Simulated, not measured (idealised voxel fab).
The process module presented herein is designated voxel self aligned contacts.
Cross-section cut spans 270 nm and uses square cells 5 nm in size.
When this document writes out a cross-section, it uses a grid of square cells and lists it as bands, beginning at the top and moving down, with a band standing for one or more rows of cells. In this notation a band is specified by the heights of its top and bottom, in that order and in nm, after which its materials appear from left to right, each paired with its width in nm. The word "throughout" attached to a single material means that material fills the band from edge to edge; the word "empty" stands for empty space. Height 0 is the level under which the wafer as received is all one material. The lowest band goes on downwards, as in "0 nm and below". Top row gets the first number, bottom row gets the second, and each row in between changes by the same step: that is how a band width like "30..40" works. A step reported as "no modification" is a step in which no cell of the cross-section changed. "Sealed voids" contains a list of empty spaces, each no smaller than 8 cells and without an open way to the top, written in the form width x height at distance with the distance from the left edge and all three in nm. Where a step's line continues beyond its settings, the continuation is a remark by the simulator itself on that step. The line of a step may include "overlay nm". On a step with a mask, this value is how far to the right of its planned place the mask lay. A negative value means the mask lay to the left.
Process steps foreseen in the plan:
1 RECEIVE: material Si
2 OXIDIZE: depth nm 5
3 DIRECTIONAL_DEP: material polySi, thk nm 30
4 DIRECTIONAL_DEP: material SiN, thk nm 15
5 MASKED_ETCH: tone cover, mask id GATE, width nm 25, pitch nm 55, etch materials SiN, depth nm 15, overlay nm 0
6 MASKED_ETCH: tone cover, mask id GATE, width nm 25, pitch nm 55, etch materials polySi, depth nm 30, overlay nm 0
7 CONFORMAL_DEP: material SiN, thk nm 5
8 DIRECTIONAL_ETCH: etch materials SiN, depth nm 5
9 FILL_DEP: material SiO2, thk nm 10
10 CMP: height nm 50
11 MASKED_ETCH: tone open, mask id CONTACT, width nm 40, pitch nm 55, etch materials SiO2, depth nm 55, overlay nm 0
12 CONFORMAL_DEP: material TiN, thk nm 5
13 FILL_DEP: material Ru, thk nm 10
14 CMP: height nm 50
15 CONFORMAL_DEP: material SiCN, thk nm 5
As-received state of the wafer in cross-section, equivalent to post-step 1:
    0 nm and below = Si throughout
    Sealed voids: none
Same starting wafer, same plan as above, one mistake in the execution; this is the cross-section at the end of the module:
    55 nm to 50 nm = SiCN throughout
    50 nm to 45 nm = 85 of SiO2 | 15 of TiN | 10 of Ru | 15 of TiN | 15 of SiO2 | 15 of TiN | 10 of Ru | 15 of TiN | 90 of SiO2
    45 nm to 35 nm = 60 of SiO2 | 35 of SiN | 5 of TiN | 10 of Ru | 5 of TiN | 35 of SiN | 5 of TiN | 10 of Ru | 5 of TiN | 35 of SiN | 65 of SiO2
    35 nm to 30 nm = 60 of SiO2 | 35 of SiN | 20 of TiN | 35 of SiN | 20 of TiN | 35 of SiN | 65 of SiO2
    30 nm to 0 nm = Ru throughout
    0 nm to -5 nm = SiO2 throughout
    -5 nm and below = Si throughout
    Sealed voids: none
In executing the process, a mistake was made relative to the plan: step 3 deviated from plan and actually ran as DIRECTIONAL_DEP: material Ru, thk nm 30
